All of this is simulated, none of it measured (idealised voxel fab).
process module | voxel ribs on slabs
Square cells of 5 nm make up the cross-section cut, whose width is 140 nm.
For the purposes of this document, a cross-section shall be understood as a grid of square cells, specified as bands listed in top-to-bottom order, each band consisting of one or more rows of cells.
Per band: top height and bottom height in nm, followed by the left-to-right materials and their widths in nm; "throughout" marks a single material spanning edge to edge, "blank" marks empty space.
Zero point of the height axis is 0; under it, received wafer = one material. Lowest band: continues down indefinitely, "z 0 and below".
Per-row width for "30..40": begins at first number (top row of band), ends at second number (bottom row), increment between rows held constant.
"nothing altered", as given for a step, is the statement that not any cell of the cross-section underwent a change during that step.
This entry, "Closed void list", enumerates those empty regions of no fewer than 8 cells that possess no open connection to the top. Each region is reported in the form width x height at distance, the distance being taken from the left edge, with all three quantities expressed in nm.
Step line, after settings: the simulator's comment on this step.
Among the settings permitted on a step's line is "overlay nm"; applied to a step with a mask, it specifies the extent to which the mask lay to the right of its planned position, whereas a negative figure signifies a position to the left.
**These are the steps we planned for the process**
1. RECEIVE,material Si
2. DIRECTIONAL_DEP,material SiO2,thk nm 30
3. DIRECTIONAL_DEP,material polySi,thk nm 15
4. DIRECTIONAL_DEP,material aC,thk nm 10
5. PATTERN,tone cover,mask id RIB,material resist,width nm 20,thk nm 30,overlay nm 0
6. DIRECTIONAL_ETCH,etch materials aC,depth nm 10
7. STRIP,etch materials resist
8. DIRECTIONAL_ETCH,etch materials polySi,depth nm 5
9. STRIP,etch materials aC
10. MASKED_ETCH,tone cover,mask id SLAB,width nm 60,etch materials polySi,depth nm 10,overlay nm 0
11. FILL_DEP,material SiO2,thk nm 25
12. CMP,height nm 65
13. DIRECTIONAL_DEP,material TiN,thk nm 5
14. DIRECTIONAL_DEP,material aC,thk nm 15
15. PATTERN,tone cover,mask id HEATER,material resist,width nm 30,thk nm 30,overlay nm 0
16. DIRECTIONAL_ETCH,etch materials aC,depth nm 15
17. STRIP,etch materials resist
18. DIRECTIONAL_ETCH,etch materials TiN,depth nm 5
19. STRIP,etch materials aC
20. CONFORMAL_DEP,material SiO2,thk nm 5
**Cross-section: wafer on arrival = after step 1**
  z 0 and below  Si throughout
  Closed void list: none
**Run as planned - first of the two wafers cross-sectioned at the end of the module**
  z 75 to 70  blank (50), SiO2 (40), blank (50)
  z 70 to 65  SiO2 (55), TiN (30), SiO2 (55)
  z 65 to 45  SiO2 throughout
  z 45 to 40  SiO2 (60), polySi (20), SiO2 (60)
  z 40 to 30  SiO2 (40), polySi (60), SiO2 (40)
  z 30 to 0  SiO2 throughout
  z 0 and below  Si throughout
  Closed void list: none
**second wafer at the end: like start, like plan, one mistake**
  z 75 to 70  blank (40), SiO2 (40), blank (60)
  z 70 to 65  SiO2 (45), TiN (30), SiO2 (65)
  z 65 to 45  SiO2 throughout
  z 45 to 40  SiO2 (60), polySi (20), SiO2 (60)
  z 40 to 30  SiO2 (40), polySi (60), SiO2 (40)
  z 30 to 0  SiO2 throughout
  z 0 and below  Si throughout
  Closed void list: none
Misprocessing identified: step 15 did not happen as planned, as run it was PATTERN,tone cover,mask id HEATER,material resist,width nm 30,thk nm 30,overlay nm -10
Final state: per-material cell counts identical on both wafers; locations differ.
